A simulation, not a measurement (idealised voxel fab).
This section sets out a process module, namely voxel wiring stack.
Pictured: cross-section cut, 260 nm wide, on a grid of 5 nm square cells.
A cross-section is a grid of square cells, given in bands from the top down. A band is one or more rows of cells.
Look at the band entry: it leads with the top's height and the bottom's height in nm. Then it lists the materials left to right, with a width in nm for each. The word "all across" on a single material says that material fills the band edge to edge. The word "empty" is empty space.
Heights are measured from 0, the level below which the as-received wafer is all one material; the lowest band has no bottom and continues downward, written as in "from 0 down".
It should be noted that a width expressed as "30 to 40" varies in equal increments from row to row of cells within the band, taking the value of the first number at the top row and that of the second number at the bottom row.
"no change occurred" means the step left every cell of the cross-section as it was.
"Closed void listing": empty spaces of 8 cells or more with no open way to the top, each given as width x height at distance, distance from the left edge, all in nm.
Past the settings on a step's line: simulator remark, on that step.
overlay nm, on a step with a mask: how far to the right of its planned place the mask lay; to the left if negative

**Planned step list for the process**
1. RECEIVE [material Si]
2. CONFORMAL_DEP [material SiO2] [thk nm 15]
3. CONFORMAL_DEP [material SiN] [thk nm 5]
4. DIRECTIONAL_DEP [material lowk] [thk nm 25]
5. DIRECTIONAL_DEP [material aC] [thk nm 10]
6. PATTERN [tone open] [mask id METAL_1] [material resist] [width nm 25] [pitch nm 40] [thk nm 30] [overlay nm 0]
7. DIRECTIONAL_ETCH [etch materials aC] [depth nm 10]
8. STRIP [etch materials resist]
9. DIRECTIONAL_ETCH [etch materials lowk] [depth nm 25]
10. DIRECTIONAL_ETCH [etch materials SiN] [depth nm 5]
11. STRIP [etch materials aC]
12. CONFORMAL_DEP [material TiN] [thk nm 5]
13. FILL_DEP [material Ru] [thk nm 10]
14. CMP [height nm 35]
15. EPI [material Ru] [thk nm 5]
16. FILL_DEP [material SiCN] [thk nm 5]
17. DIRECTIONAL_DEP [material lowk] [thk nm 30]
18. DIRECTIONAL_DEP [material aC] [thk nm 10]
19. PATTERN [tone open] [mask id METAL_2_HOLES] [material resist] [width nm 15] [pitch nm 40] [thk nm 25] [overlay nm 0]
20. DIRECTIONAL_ETCH [etch materials aC] [depth nm 10]
21. STRIP [etch materials resist]
22. DIRECTIONAL_ETCH [etch materials lowk] [depth nm 30]
23. STRIP [etch materials aC]
24. PATTERN [tone open] [mask id METAL_2] [material resist] [width nm 25] [pitch nm 40] [thk nm 15] [overlay nm 0]
25. DIRECTIONAL_ETCH [etch materials lowk] [depth nm 15]
26. DIRECTIONAL_ETCH [etch materials SiCN] [depth nm 5]
27. STRIP [etch materials resist]
28. CONFORMAL_DEP [material TiN] [thk nm 5]
29. FILL_DEP [material Cu] [thk nm 5]
30. CMP [height nm 85]
31. CONFORMAL_DEP [material SiN] [thk nm 5]
All wafers enter the flow in the same state. The height nm at step 14 differs from wafer to wafer, and the plan gives the value for the first wafer.

**As-received state after step 1, first of several wafers, cross-section**
from 0 down  Si all across
Closed void listing: none

**Quick key for the table: a row per wafer, taken at the end of the module. For each material it tells you how many cells the wafer gained (+) or lost (-) since it came in, and the closed voids come after**
height nm 35 | +104 Cu | +64 Ru | +64 SiCN | +84 SiN | +156 SiO2 | +152 TiN | +312 lowk | Closed void listing: none
height nm 40 | +52 Cu | +76 Ru | +64 SiCN | +84 SiN | +156 SiO2 | +160 TiN | +344 lowk | Closed void listing: none
height nm 45 | +40 Cu | +88 Ru | +64 SiCN | +84 SiN | +156 SiO2 | +128 TiN | +376 lowk | Closed void listing: none
height nm 50 | +28 Cu | +124 Ru | +40 SiCN | +84 SiN | +156 SiO2 | +160 TiN | +344 lowk | Closed void listing: none
height nm 55 | +16 Cu | +176 Ru | +40 SiCN | +84 SiN | +156 SiO2 | +152 TiN | +312 lowk | Closed void listing: none
height nm 60 | +12 Cu | +228 Ru | +40 SiCN | +84 SiN | +156 SiO2 | +136 TiN | +280 lowk | Closed void listing: none
